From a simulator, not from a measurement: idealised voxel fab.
The following process module bears the name voxel capacitor over wiring.
The cross-section on display is named cut; it measures 215 nm wide, and its cells are 5 nm squares.
Bands, listed from the top down, are how a cross-section gets written in this document; the cross-section itself is a grid of square cells, and a band is one or more rows of them.
Band: top and bottom heights (nm) first, top before bottom; then materials from left to right, widths in nm. "full width" marks a sole material filling the band edge to edge. "empty" denotes empty space.
Below 0: as-received wafer, all one material; heights counted from there. Lowest band: no bottom, goes on down, written "0 down".
Width: "30..40" (first number = top row, second number = bottom row, same change from row to row of cells).
What does "nothing got changed" mean for a step? It means no cell of the cross-section changed in that step.
You'll see "Sealed-off cavities" listing empty spaces that have no way open to the top, as long as they're 8 cells or more; the notation is width x height at distance, where the distance is from the left edge, and all of it is in nm.
Past the settings on a step's line: simulator remark, on that step.
Regarding "overlay nm": on a step with a mask, it is the distance the mask lay to the right of its planned place; a negative value places it to the left.

Planned process steps:
1: RECEIVE: material Si
2: CONFORMAL_DEP: material SiO2, thk nm 10
3: DIRECTIONAL_DEP: material TiN, thk nm 5
4: DIRECTIONAL_DEP: material W, thk nm 15
5: PATTERN: tone cover, mask id METAL_1, material resist, width nm 25, pitch nm 95, thk nm 20, overlay nm 0
6: DIRECTIONAL_ETCH: etch materials W, depth nm 15
7: DIRECTIONAL_ETCH: etch materials TiN, depth nm 5
8: STRIP: etch materials resist
9: CONFORMAL_DEP: material SiN, thk nm 5
10: FILL_DEP: material lowk, thk nm 5
11: CMP: height nm 30
12: CONFORMAL_DEP: material SiCN, thk nm 5
13: DIRECTIONAL_DEP: material lowk, thk nm 10
14: PATTERN: tone open, mask id PLUG_1, material resist, width nm 15, thk nm 20, overlay nm 0
15: DIRECTIONAL_ETCH: etch materials lowk, depth nm 10
16: DIRECTIONAL_ETCH: etch materials SiCN, depth nm 5
17: STRIP: etch materials resist
18: CONFORMAL_DEP: material TiN, thk nm 5
19: FILL_DEP: material Ru, thk nm 10
20: CMP: height nm 45
21: DIRECTIONAL_DEP: material TiN, thk nm 10
22: DIRECTIONAL_DEP: material SiN, thk nm 5
23: DIRECTIONAL_DEP: material TiN, thk nm 5
24: MASKED_ETCH: tone cover, mask id UPPER_PLATE, width nm 75, etch materials TiN, depth nm 5, overlay nm 0
25: MASKED_ETCH: tone cover, mask id UPPER_PLATE, width nm 65, etch materials SiN, depth nm 5, overlay nm 0
26: DIRECTIONAL_DEP: material aC, thk nm 10
27: PATTERN: tone cover, mask id LOWER_PLATE, material resist, width nm 85, thk nm 30, overlay nm 0
28: DIRECTIONAL_ETCH: etch materials aC, depth nm 10
29: STRIP: etch materials resist
30: DIRECTIONAL_ETCH: etch materials TiN, depth nm 10
31: STRIP: etch materials aC
32: FILL_DEP: material SiO2, thk nm 15
33: CMP: height nm 75
34: PATTERN: tone open, mask id PLUG_2, material resist, width nm 15, thk nm 20, overlay nm 0
35: DIRECTIONAL_ETCH: etch materials SiO2, depth nm 10
36: STRIP: etch materials resist
37: CONFORMAL_DEP: material TiN, thk nm 5
38: FILL_DEP: material Ru, thk nm 5
39: CMP: height nm 75
40: CONFORMAL_DEP: material SiCN, thk nm 5
Same starting wafers, different width nm at step 25. Plan value belongs to the first wafer.

Received condition of the first of several wafers, sectioned: post-step 1:
	0 down: Si full width
	Sealed-off cavities: none

Depicted here is the first of several wafers in cross-section, at module completion following the last step, step 40:
	80 to 75: SiCN full width
	75 to 70: SiO2 65; TiN 5; Ru 5; TiN 5; SiO2 135
	70 to 60: SiO2 65..55; TiN 15..75; SiO2 135..85
	60 to 55: SiO2 55; SiN 75; SiO2 85
	55 to 45: SiO2 50; TiN 85; SiO2 80
	45 to 35: lowk 55; TiN 5; Ru 5; TiN 5; lowk 145
	35 to 30: SiCN 55; TiN 15; SiCN 145
	30 to 15: lowk 40; SiN 5; W 25; SiN 5; lowk 60; SiN 5; W 25; SiN 5; lowk 45
	15 to 10: SiN 45; TiN 25; SiN 70; TiN 25; SiN 50
	10 to 0: SiO2 full width
	0 down: Si full width
	Sealed-off cavities: none

End of module, last wafer sectioned:
	80 to 75: SiCN full width
	75 to 70: SiO2 65; TiN 5; Ru 5; TiN 5; SiO2 135
	70 to 60: SiO2 65..55; TiN 15..75; SiO2 135..85
	60 to 55: SiO2 50; SiN 90; SiO2 75
	55 to 45: SiO2 50; TiN 90; SiO2 75
	45 to 35: lowk 55; TiN 5; Ru 5; TiN 5; lowk 145
	35 to 30: SiCN 55; TiN 15; SiCN 145
	30 to 15: lowk 40; SiN 5; W 25; SiN 5; lowk 60; SiN 5; W 25; SiN 5; lowk 45
	15 to 10: SiN 45; TiN 25; SiN 70; TiN 25; SiN 50
	10 to 0: SiO2 full width
	0 down: Si full width
	Sealed-off cavities: none

Per wafer (row), end of module: delta in cells per material since receipt, (+) for gained, (-) for lost; closed voids after that:
width nm 65; +3 Ru; +83 SiCN; +60 SiN; +274 SiO2; +71 TiN; +30 W; +167 lowk; Sealed-off cavities: none
width nm 70; +3 Ru; +83 SiCN; +60 SiN; +274 SiO2; +71 TiN; +30 W; +167 lowk; Sealed-off cavities: none
width nm 75; +3 Ru; +83 SiCN; +60 SiN; +274 SiO2; +71 TiN; +30 W; +167 lowk; Sealed-off cavities: none
width nm 80; +3 Ru; +83 SiCN; +61 SiN; +273 SiO2; +71 TiN; +30 W; +167 lowk; Sealed-off cavities: none
width nm 85; +3 Ru; +83 SiCN; +62 SiN; +272 SiO2; +71 TiN; +30 W; +167 lowk; Sealed-off cavities: none
width nm 90; +3 Ru; +83 SiCN; +63 SiN; +269 SiO2; +73 TiN; +30 W; +167 lowk; Sealed-off cavities: none
